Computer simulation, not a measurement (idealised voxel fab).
process module | voxel tone inversion
cross-section cut | 280 nm wide | cells 5 nm
A cross-section is a grid of square cells, given in bands from the top down. A band is one or more rows of cells.
Each band's line starts with the height of the band's top and of its bottom, in nm. Then come its materials from left to right, each with its width in nm. One material with "throughout" fills the band from edge to edge. "air" is empty space.
Height 0 is the level under which the wafer as received is all one material. The lowest band goes on downwards, as in "0 down".
A width such as "30 to 40" changes by the same amount from each row of cells to the next, from the band's top row to its bottom row.
"no change" after a step means that no cell of the cross-section changed.
closed voids: empty space of 8 cells or more with no open way to the top, each as width x height at its distance from the left edge, in nm
after a step's settings: what the simulator itself notes on the step
overlay nm, on a step with a mask: how far to the right of its planned place the mask lay; to the left if negative
plan
1 op RECEIVE | material Si
2 op CONFORMAL_DEP | material SiCN | thk nm 10
3 op DIRECTIONAL_DEP | material aC | thk nm 15
4 op PATTERN | tone cover | mask id POSTS | material resist | width nm 20 | pitch nm 40 | thk nm 25 | overlay nm 0
5 op DIRECTIONAL_ETCH | etch materials aC | depth nm 15
6 op STRIP | etch materials resist
7 op FILL_DEP | material SiO2 | thk nm 5
8 op CMP | height nm 25
9 op STRIP | etch materials aC
10 op CONFORMAL_DEP | material TiN | thk nm 5
11 op FILL_DEP | material Ru | thk nm 10
12 op CMP | height nm 25
13 op CONFORMAL_DEP | material SiN | thk nm 5
as received, after step 1
  0 down: Si throughout
  closed voids: none
first wafer at the end, as planned
  30 to 25: SiN throughout
  25 to 15: SiO2 70 | TiN 5 | Ru 10 | TiN 5 | SiO2 20 | TiN 5 | Ru 10 | TiN 5 | SiO2 20 | TiN 5 | Ru 10 | TiN 5 | SiO2 20 | TiN 5 | Ru 10 | TiN 5 | SiO2 70
  15 to 10: SiO2 70 | TiN 20 | SiO2 20 | TiN 20 | SiO2 20 | TiN 20 | SiO2 20 | TiN 20 | SiO2 70
  10 to 0: SiCN throughout
  0 down: Si throughout
  closed voids: none
second wafer at the end: like start, like plan, one mistake
  30 to 25: SiCN throughout
  25 to 15: SiO2 70 | TiN 5 | Ru 10 | TiN 5 | SiO2 20 | TiN 5 | Ru 10 | TiN 5 | SiO2 20 | TiN 5 | Ru 10 | TiN 5 | SiO2 20 | TiN 5 | Ru 10 | TiN 5 | SiO2 70
  15 to 10: SiO2 70 | TiN 20 | SiO2 20 | TiN 20 | SiO2 20 | TiN 20 | SiO2 20 | TiN 20 | SiO2 70
  10 to 0: SiCN throughout
  0 down: Si throughout
  closed voids: none
what went wrong: step 13 ran as: op CONFORMAL_DEP | material SiCN | thk nm 5
at the end the second wafer has, in cells: 56 more of SiCN | 56 fewer of SiN
